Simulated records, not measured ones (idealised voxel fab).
process module | voxel released beams
cross-section cut | 160 nm wide | cells 5 nm
A cross-section is a grid of square cells, given in bands from the top down. A band is one or more rows of cells.
Each band's line starts with the height of the band's top and of its bottom, in nm. Then come its materials from left to right, each with its width in nm. One material with "throughout" fills the band from edge to edge. "air" is empty space.
Height 0 is the level under which the wafer as received is all one material. The lowest band goes on downwards, as in "0 down".
A width such as "30 to 40" changes by the same amount from each row of cells to the next, from the band's top row to its bottom row.
"no change" after a step means that no cell of the cross-section changed.
closed voids: empty space of 8 cells or more with no open way to the top, each as width x height at its distance from the left edge, in nm
after a step's settings: what the simulator itself notes on the step
overlay nm, on a step with a mask: how far to the right of its planned place the mask lay; to the left if negative
plan
1 op RECEIVE | material Si
2 op CONFORMAL_DEP | material SiN | thk nm 5
3 op DIRECTIONAL_DEP | material SiO2 | thk nm 20
4 op MASKED_ETCH | tone open | mask id ANCHOR | width nm 35 | etch materials SiO2 | depth nm 20 | overlay nm 0
5 op CONFORMAL_DEP | material polySi | thk nm 15
6 op MASKED_ETCH | tone cover | mask id BEAM | width nm 115 | etch materials polySi | depth nm 15 | overlay nm 0
7 op STRIP | etch materials SiO2
varied across the wafers: width nm of step 4. The plan shows the first wafer's value. All wafers start alike
first wafer as received, after step 1
  0 down: Si throughout
  closed voids: none
each wafer at the end: cells of each material gained (+) or lost (-) since it was received, then its closed voids
width nm 35 | +32 SiN | +93 polySi | closed voids: none
width nm 40 | +32 SiN | +93 polySi | closed voids: none
width nm 45 | +32 SiN | +93 polySi | closed voids: none
width nm 50 | +32 SiN | +93 polySi | closed voids: none
width nm 55 | +32 SiN | +93 polySi | closed voids: none
width nm 60 | +32 SiN | +93 polySi | closed voids: none
